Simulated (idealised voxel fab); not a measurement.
Proc. module: voxel gate over fins
The cross-section on display is named cut; it measures 270 nm wide, and its cells are 5 nm squares.
Notation: cross-section as square-cell grid; stated in bands, top first, going down; one or more cell rows per band.
Top height, bottom height, nm. Materials left to right, width each, nm. Single material + "full width" = fills band edge to edge. "air" = empty.
All heights in this document are referenced to 0, defined as the level beneath which the wafer, as received, consists entirely of one material. The lowest band is not bounded below; it extends indefinitely downward and is written in the form "from 0 down".
Width "30 to 40": first value at the band's top row of cells, second value at its bottom row, equal change from row to row.
"no modifications" (step): cross-section cells unchanged, all of them.
What "Closed empty spaces" gives you is every empty space of 8 cells or more that is cut off from the top. Each appears as width x height at distance, with the distance taken from the left edge and width, height and distance all in nm.
Whatever follows a step's settings on its line is a remark the simulator itself makes about that step.
Steps that use a mask can have "overlay nm" on their line. It says how far the mask sat to the right of where it was meant to be. Negative means to the left.
[Process steps foreseen in the plan]
1 RECEIVE,material Si
2 CONFORMAL_DEP,material SiN,thk nm 5
3 MASKED_ETCH,tone cover,mask id FINS,width nm 15,pitch nm 55,etch materials SiN,depth nm 5,overlay nm 0
4 MASKED_ETCH,tone cover,mask id FINS,width nm 15,pitch nm 55,etch materials Si,depth nm 35,overlay nm 0
5 OXIDIZE,depth nm 5
6 FILL_DEP,material SiO2,thk nm 15
7 CMP,height nm 5
8 PATTERN,tone open,mask id RAIL,material resist,width nm 15,thk nm 20,overlay nm 0
9 DIRECTIONAL_ETCH,etch materials SiO2,depth nm 35
10 STRIP,etch materials resist
11 CONFORMAL_DEP,material TiN,thk nm 5
12 FILL_DEP,material Ru,thk nm 5
13 CMP,height nm 5
14 SELECTIVE_ETCH,etch materials W Ru TiN,depth nm 20
15 FILL_DEP,material SiO2,thk nm 5
16 CMP,height nm 5
17 SELECTIVE_ETCH,etch materials SiO2,depth nm 15
18 STRIP,etch materials SiN
19 CONFORMAL_DEP,material HfO2,thk nm 5
20 CONFORMAL_DEP,material TiN,thk nm 5
21 FILL_DEP,material W,thk nm 15
22 CMP,height nm 20
23 CONFORMAL_DEP,material SiCN,thk nm 5
[Of two wafers, the first: run according to plan]
[Wafer cross-section on receipt, i.e. after step 1]
* from 0 down = Si full width
* Closed empty spaces: none
[After step 2, in cross-section]
* from 5 to 0 = SiN full width
* below 0: unchanged
[After step 3, in cross-section]
* from 5 to 0 = air=45 / SiN=15 / air=40 / SiN=15 / air=40 / SiN=15 / air=40 / SiN=15 / air=45
* below 0: unchanged
[After step 4, in cross-section]
* from 5 to 0 = air=45 / SiN=15 / air=40 / SiN=15 / air=40 / SiN=15 / air=40 / SiN=15 / air=45
* from 0 to -35 = air=45 / Si=15 / air=40 / Si=15 / air=40 / Si=15 / air=40 / Si=15 / air=45
* below -35: unchanged
[After step 5, in cross-section]
* from 5 to 0 = air=45 / SiN=15 / air=40 / SiN=15 / air=40 / SiN=15 / air=40 / SiN=15 / air=45
* from 0 to -35 = air=45 / SiO2=5 / Si=5 / SiO2=5 / air=40 / SiO2=5 / Si=5 / SiO2=5 / air=40 / SiO2=5 / Si=5 / SiO2=5 / air=40 / SiO2=5 / Si=5 / SiO2=5 / air=45
* from -35 to -40 = SiO2=50 / Si=5 / SiO2=50 / Si=5 / SiO2=50 / Si=5 / SiO2=50 / Si=5 / SiO2=50
* below -40: unchanged
[After step 6, in cross-section]
* from 20 to 5 = SiO2 full width
* from 5 to 0 = SiO2=45 / SiN=15 / SiO2=40 / SiN=15 / SiO2=40 / SiN=15 / SiO2=40 / SiN=15 / SiO2=45
* from 0 to -40 = SiO2=50 / Si=5 / SiO2=50 / Si=5 / SiO2=50 / Si=5 / SiO2=50 / Si=5 / SiO2=50
* below -40: unchanged
[After step 7, in cross-section]
* from 5 to 0 = SiO2=45 / SiN=15 / SiO2=40 / SiN=15 / SiO2=40 / SiN=15 / SiO2=40 / SiN=15 / SiO2=45
* below 0: unchanged
[After step 8, in cross-section]
* from 25 to 5 = resist=70 / air=15 / resist=185
* below 5: unchanged
[After step 9, in cross-section]
* from 25 to 5 = resist=70 / air=15 / resist=185
* from 5 to 0 = SiO2=45 / SiN=15 / SiO2=10 / air=15 / SiO2=15 / SiN=15 / SiO2=40 / SiN=15 / SiO2=40 / SiN=15 / SiO2=45
* from 0 to -30 = SiO2=50 / Si=5 / SiO2=15 / air=15 / SiO2=20 / Si=5 / SiO2=50 / Si=5 / SiO2=50 / Si=5 / SiO2=50
* below -30: unchanged
[After step 10, in cross-section]
* from 5 to 0 = SiO2=45 / SiN=15 / SiO2=10 / air=15 / SiO2=15 / SiN=15 / SiO2=40 / SiN=15 / SiO2=40 / SiN=15 / SiO2=45
* below 0: unchanged
[After step 11, in cross-section]
* from 10 to 5 = TiN=75 / air=5 / TiN=190
* from 5 to 0 = SiO2=45 / SiN=15 / SiO2=10 / TiN=5 / air=5 / TiN=5 / SiO2=15 / SiN=15 / SiO2=40 / SiN=15 / SiO2=40 / SiN=15 / SiO2=45
* from 0 to -25 = SiO2=50 / Si=5 / SiO2=15 / TiN=5 / air=5 / TiN=5 / SiO2=20 / Si=5 / SiO2=50 / Si=5 / SiO2=50 / Si=5 / SiO2=50
* from -25 to -30 = SiO2=50 / Si=5 / SiO2=15 / TiN=15 / SiO2=20 / Si=5 / SiO2=50 / Si=5 / SiO2=50 / Si=5 / SiO2=50
* below -30: unchanged
[After step 12, in cross-section]
* from 15 to 10 = Ru full width
* from 10 to 5 = TiN=75 / Ru=5 / TiN=190
* from 5 to 0 = SiO2=45 / SiN=15 / SiO2=10 / TiN=5 / Ru=5 / TiN=5 / SiO2=15 / SiN=15 / SiO2=40 / SiN=15 / SiO2=40 / SiN=15 / SiO2=45
* from 0 to -25 = SiO2=50 / Si=5 / SiO2=15 / TiN=5 / Ru=5 / TiN=5 / SiO2=20 / Si=5 / SiO2=50 / Si=5 / SiO2=50 / Si=5 / SiO2=50
* below -25: unchanged
[After step 13, in cross-section]
* from 5 to 0 = SiO2=45 / SiN=15 / SiO2=10 / TiN=5 / Ru=5 / TiN=5 / SiO2=15 / SiN=15 / SiO2=40 / SiN=15 / SiO2=40 / SiN=15 / SiO2=45
* below 0: unchanged
[After step 14, in cross-section]
* from 5 to 0 = SiO2=45 / SiN=15 / SiO2=10 / air=15 / SiO2=15 / SiN=15 / SiO2=40 / SiN=15 / SiO2=40 / SiN=15 / SiO2=45
* from 0 to -15 = SiO2=50 / Si=5 / SiO2=15 / air=15 / SiO2=20 / Si=5 / SiO2=50 / Si=5 / SiO2=50 / Si=5 / SiO2=50
* below -15: unchanged
[After step 15, in cross-section]
* from 10 to 5 = SiO2 full width
* from 5 to 0 = SiO2=45 / SiN=15 / SiO2=40 / SiN=15 / SiO2=40 / SiN=15 / SiO2=40 / SiN=15 / SiO2=45
* from 0 to -15 = SiO2=50 / Si=5 / SiO2=50 / Si=5 / SiO2=50 / Si=5 / SiO2=50 / Si=5 / SiO2=50
* below -15: unchanged
[After step 16, in cross-section]
* from 5 to 0 = SiO2=45 / SiN=15 / SiO2=40 / SiN=15 / SiO2=40 / SiN=15 / SiO2=40 / SiN=15 / SiO2=45
* below 0: unchanged
[After step 17, in cross-section]
* from 5 to 0 = air=45 / SiN=15 / air=40 / SiN=15 / air=40 / SiN=15 / air=40 / SiN=15 / air=45
* from 0 to -10 = air=50 / Si=5 / air=50 / Si=5 / air=50 / Si=5 / air=50 / Si=5 / air=50
* below -10: unchanged
[After step 18, in cross-section]
* from 0 to -10 = air=50 / Si=5 / air=50 / Si=5 / air=50 / Si=5 / air=50 / Si=5 / air=50
* below -10: unchanged
[After step 19, in cross-section]
* from 5 to 0 = air=45 / HfO2=15 / air=40 / HfO2=15 / air=40 / HfO2=15 / air=40 / HfO2=15 / air=45
* from 0 to -5 = air=45 / HfO2=5 / Si=5 / HfO2=5 / air=40 / HfO2=5 / Si=5 / HfO2=5 / air=40 / HfO2=5 / Si=5 / HfO2=5 / air=40 / HfO2=5 / Si=5 / HfO2=5 / air=45
* from -5 to -10 = HfO2=50 / Si=5 / HfO2=50 / Si=5 / HfO2=50 / Si=5 / HfO2=50 / Si=5 / HfO2=50
* below -10: unchanged
[After step 20, in cross-section]
* from 10 to 5 = air=40 / TiN=25 / air=30 / TiN=25 / air=30 / TiN=25 / air=30 / TiN=25 / air=40
* from 5 to 0 = air=40 / TiN=5 / HfO2=15 / TiN=5 / air=30 / TiN=5 / HfO2=15 / TiN=5 / air=30 / TiN=5 / HfO2=15 / TiN=5 / air=30 / TiN=5 / HfO2=15 / TiN=5 / air=40
* from 0 to -5 = TiN=45 / HfO2=5 / Si=5 / HfO2=5 / TiN=40 / HfO2=5 / Si=5 / HfO2=5 / TiN=40 / HfO2=5 / Si=5 / HfO2=5 / TiN=40 / HfO2=5 / Si=5 / HfO2=5 / TiN=45
* below -5: unchanged
[After step 21, in cross-section]
* from 25 to 10 = W full width
* from 10 to 5 = W=40 / TiN=25 / W=30 / TiN=25 / W=30 / TiN=25 / W=30 / TiN=25 / W=40
* from 5 to 0 = W=40 / TiN=5 / HfO2=15 / TiN=5 / W=30 / TiN=5 / HfO2=15 / TiN=5 / W=30 / TiN=5 / HfO2=15 / TiN=5 / W=30 / TiN=5 / HfO2=15 / TiN=5 / W=40
* below 0: unchanged
[After step 22, in cross-section]
* from 20 to 10 = W full width
* below 10: unchanged
[After step 23, in cross-section]
* from 25 to 20 = SiCN full width
* below 20: unchanged
[Wafer two of the pair: same origin, same plan, one error during the run; identical to wafer one up to and including step 18]
[X-section, second wafer, when step 19 was due to finish]
* from 5 to 0 = air=45 / TiN=15 / air=40 / TiN=15 / air=40 / TiN=15 / air=40 / TiN=15 / air=45
* from 0 to -5 = air=45 / TiN=5 / Si=5 / TiN=5 / air=40 / TiN=5 / Si=5 / TiN=5 / air=40 / TiN=5 / Si=5 / TiN=5 / air=40 / TiN=5 / Si=5 / TiN=5 / air=45
* from -5 to -10 = TiN=50 / Si=5 / TiN=50 / Si=5 / TiN=50 / Si=5 / TiN=50 / Si=5 / TiN=50
* below -10: unchanged
[X-section, second wafer, when step 20 was due to finish]
* from 10 to 5 = air=40 / HfO2=25 / air=30 / HfO2=25 / air=30 / HfO2=25 / air=30 / HfO2=25 / air=40
* from 5 to 0 = air=40 / HfO2=5 / TiN=15 / HfO2=5 / air=30 / HfO2=5 / TiN=15 / HfO2=5 / air=30 / HfO2=5 / TiN=15 / HfO2=5 / air=30 / HfO2=5 / TiN=15 / HfO2=5 / air=40
* from 0 to -5 = HfO2=45 / TiN=5 / Si=5 / TiN=5 / HfO2=40 / TiN=5 / Si=5 / TiN=5 / HfO2=40 / TiN=5 / Si=5 / TiN=5 / HfO2=40 / TiN=5 / Si=5 / TiN=5 / HfO2=45
* below -5: unchanged
[X-section, second wafer, when step 21 was due to finish]
* from 25 to 10 = W full width
* from 10 to 5 = W=40 / HfO2=25 / W=30 / HfO2=25 / W=30 / HfO2=25 / W=30 / HfO2=25 / W=40
* from 5 to 0 = W=40 / HfO2=5 / TiN=15 / HfO2=5 / W=30 / HfO2=5 / TiN=15 / HfO2=5 / W=30 / HfO2=5 / TiN=15 / HfO2=5 / W=30 / HfO2=5 / TiN=15 / HfO2=5 / W=40
* below 0: unchanged
[X-section, second wafer, when step 22 was due to finish]
* from 20 to 10 = W full width
* below 10: unchanged
[X-section, second wafer, when step 23 was due to finish]
* from 25 to 20 = SiCN full width
* below 20: unchanged
Finding, execution versus plan: plan steps 19 and 20 run swapped
At the end, each material covers as many cells on the second wafer as it does on the first, though the cells it covers are elsewhere.
